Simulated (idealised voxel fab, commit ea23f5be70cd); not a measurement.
process module | voxel trench capacitor
cross-section cut | 255 nm wide | cells 5 nm
A cross-section is a grid of square cells, given in bands from the top down. A band is one or more rows of cells.
Each band's line starts with the height of the band's top and of its bottom, in nm. Then come its materials from left to right, each with its width in nm. One material with "throughout" fills the band from edge to edge. "air" is empty space.
Height 0 is the level under which the wafer as received is all one material. The lowest band goes on downwards, as in "0 down".
A width such as "30 to 40" changes by the same amount from each row of cells to the next, from the band's top row to its bottom row.
"no change" after a step means that no cell of the cross-section changed.
closed voids: empty space of 8 cells or more with no open way to the top, each as width x height at its distance from the left edge, in nm
after a step's settings: what the simulator itself notes on the step
overlay nm, on a step with a mask: how far to the right of its planned place the mask lay; to the left if negative
plan
1 op RECEIVE | material Si
2 op CONFORMAL_DEP | material SiN | thk nm 10
3 op MASKED_ETCH | tone open | mask id TRENCH | width nm 25 | pitch nm 45 | etch materials SiN | depth nm 10 | overlay nm 0
4 op MASKED_ETCH | tone open | mask id TRENCH | width nm 25 | pitch nm 45 | etch materials Si | depth nm 25 | overlay nm 0
5 op CONFORMAL_DEP | material Al2O3 | thk nm 5
6 op CONFORMAL_DEP | material TiN | thk nm 5
7 op FILL_DEP | material W | thk nm 5
8 op CMP | height nm 10
as received, after step 1
  0 down: Si throughout
  closed voids: none
first wafer at the end, as planned
  10 to 0: SiN 45 | Al2O3 5 | TiN 5 | W 5 | TiN 5 | Al2O3 5 | SiN 20 | Al2O3 5 | TiN 5 | W 5 | TiN 5 | Al2O3 5 | SiN 20 | Al2O3 5 | TiN 5 | W 5 | TiN 5 | Al2O3 5 | SiN 20 | Al2O3 5 | TiN 5 | W 5 | TiN 5 | Al2O3 5 | SiN 50
  0 to -15: Si 45 | Al2O3 5 | TiN 5 | W 5 | TiN 5 | Al2O3 5 | Si 20 | Al2O3 5 | TiN 5 | W 5 | TiN 5 | Al2O3 5 | Si 20 | Al2O3 5 | TiN 5 | W 5 | TiN 5 | Al2O3 5 | Si 20 | Al2O3 5 | TiN 5 | W 5 | TiN 5 | Al2O3 5 | Si 50
  -15 to -20: Si 45 | Al2O3 5 | TiN 15 | Al2O3 5 | Si 20 | Al2O3 5 | TiN 15 | Al2O3 5 | Si 20 | Al2O3 5 | TiN 15 | Al2O3 5 | Si 20 | Al2O3 5 | TiN 15 | Al2O3 5 | Si 50
  -20 to -25: Si 45 | Al2O3 25 | Si 20 | Al2O3 25 | Si 20 | Al2O3 25 | Si 20 | Al2O3 25 | Si 50
  -25 down: Si throughout
  closed voids: none
second wafer at the end: like start, like plan, one mistake
  10 to 0: SiN 50 | Al2O3 5 | TiN 10 | Al2O3 5 | SiN 25 | Al2O3 5 | TiN 10 | Al2O3 5 | SiN 25 | Al2O3 5 | TiN 10 | Al2O3 5 | SiN 25 | Al2O3 5 | TiN 10 | Al2O3 5 | SiN 50
  0 to -20: Si 50 | Al2O3 5 | TiN 10 | Al2O3 5 | Si 25 | Al2O3 5 | TiN 10 | Al2O3 5 | Si 25 | Al2O3 5 | TiN 10 | Al2O3 5 | Si 25 | Al2O3 5 | TiN 10 | Al2O3 5 | Si 50
  -20 to -25: Si 50 | Al2O3 20 | Si 25 | Al2O3 20 | Si 25 | Al2O3 20 | Si 25 | Al2O3 20 | Si 50
  -25 down: Si throughout
  closed voids: none
what went wrong: step 3 ran as: op MASKED_ETCH | tone open | mask id TRENCH | width nm 20 | pitch nm 45 | etch materials SiN | depth nm 10 | overlay nm 0
at the end the second wafer has, in cells: 4 fewer of Al2O3 | 20 more of Si | 8 more of SiN | 4 fewer of TiN | 20 fewer of W
